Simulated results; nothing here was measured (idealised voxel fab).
This is a process module. Its name is voxel self aligned vias.
It is cross-section cut that appears here, measuring 210 nm in width, its square cells being 5 nm in size.
Cross-section layout: square cells on a grid; listed as bands, top to bottom; a band spans one or more cell rows.
It is stipulated that each band's entry specify, in nanometres, the height of the top of the band and then that of its bottom, followed by the materials of the band in left-to-right sequence, each together with its width in nanometres. A single material marked by the word "all across" is understood to fill the band from edge to edge; the word "air" is understood to denote empty space.
It should be noted that heights are counted from 0, beneath which the wafer as supplied is of one material throughout, and that the lowest band possesses no lower boundary but continues downward, as written in "0..down".
Read "30->40" as a graded width: first number on top, second number at the bottom, same change between each pair of neighbouring rows.
The designation "nothing altered", where it is given for a processing step, indicates that no cell of the cross-section was altered in the course of that step.
For the entry "Unvented internal voids", the listed items are empty spaces with no open way to the top whose size is 8 cells or more; each item follows the pattern width x height at distance, where distance is from the left edge and all three are in nm.
Text after the settings on a step's line: the simulator's own remark on that step.
"overlay nm", when on a step's line for a step with a mask, measures how far to the right of its planned place the mask lay; a negative measure means to the left.

[These are the steps we planned for the process]
1. RECEIVE, material Si
2. CONFORMAL_DEP, material SiO2, thk nm 10
3. CONFORMAL_DEP, material SiCN, thk nm 5
4. DIRECTIONAL_DEP, material lowk, thk nm 20
5. PATTERN, tone open, mask id LINES, material resist, width nm 30, pitch nm 55, thk nm 15, overlay nm 0
6. DIRECTIONAL_ETCH, etch materials lowk, depth nm 20
7. STRIP, etch materials resist
8. CONFORMAL_DEP, material TiN, thk nm 5
9. FILL_DEP, material Ru, thk nm 10
10. CMP, height nm 35
11. SELECTIVE_ETCH, etch materials W Ru TiN, depth nm 5
12. FILL_DEP, material SiN, thk nm 5
13. CMP, height nm 35
14. DIRECTIONAL_DEP, material lowk, thk nm 20
15. MASKED_ETCH, tone open, mask id VIAS, width nm 40, etch materials lowk, depth nm 20, overlay nm 0
16. MASKED_ETCH, tone open, mask id VIAS, width nm 40, etch materials SiN, depth nm 5, overlay nm 0
17. CONFORMAL_DEP, material TiN, thk nm 5
18. FILL_DEP, material W, thk nm 10
19. CMP, height nm 55
20. CONFORMAL_DEP, material SiN, thk nm 5

[Cross-section of the wafer at receipt, which is the condition after step 1]
> 0..down: Si all across
> Unvented internal voids: none

[This is how the wafer looks in cross-section once the module is done, given the starting state and plan above and one mistake in carrying the plan out]
> 60..55: SiN all across
> 55..40: 55 lowk  5 TiN  30 W  5 TiN  115 lowk
> 40..35: 55 lowk  15 TiN  10 W  15 TiN  115 lowk
> 35..30: 65 lowk  20 TiN  35 lowk  20 SiN  70 lowk
> 30..20: 65 lowk  5 TiN  10 Ru  5 TiN  35 lowk  5 TiN  10 Ru  5 TiN  70 lowk
> 20..15: 65 lowk  20 TiN  35 lowk  20 TiN  70 lowk
> 15..10: SiCN all across
> 10..0: SiO2 all across
> 0..down: Si all across
> Unvented internal voids: none
Deviation from plan: step 5 ran differently from the plan; actual operation with settings: PATTERN, tone open, mask id LINES, material resist, width nm 20, pitch nm 55, thk nm 15, overlay nm 0
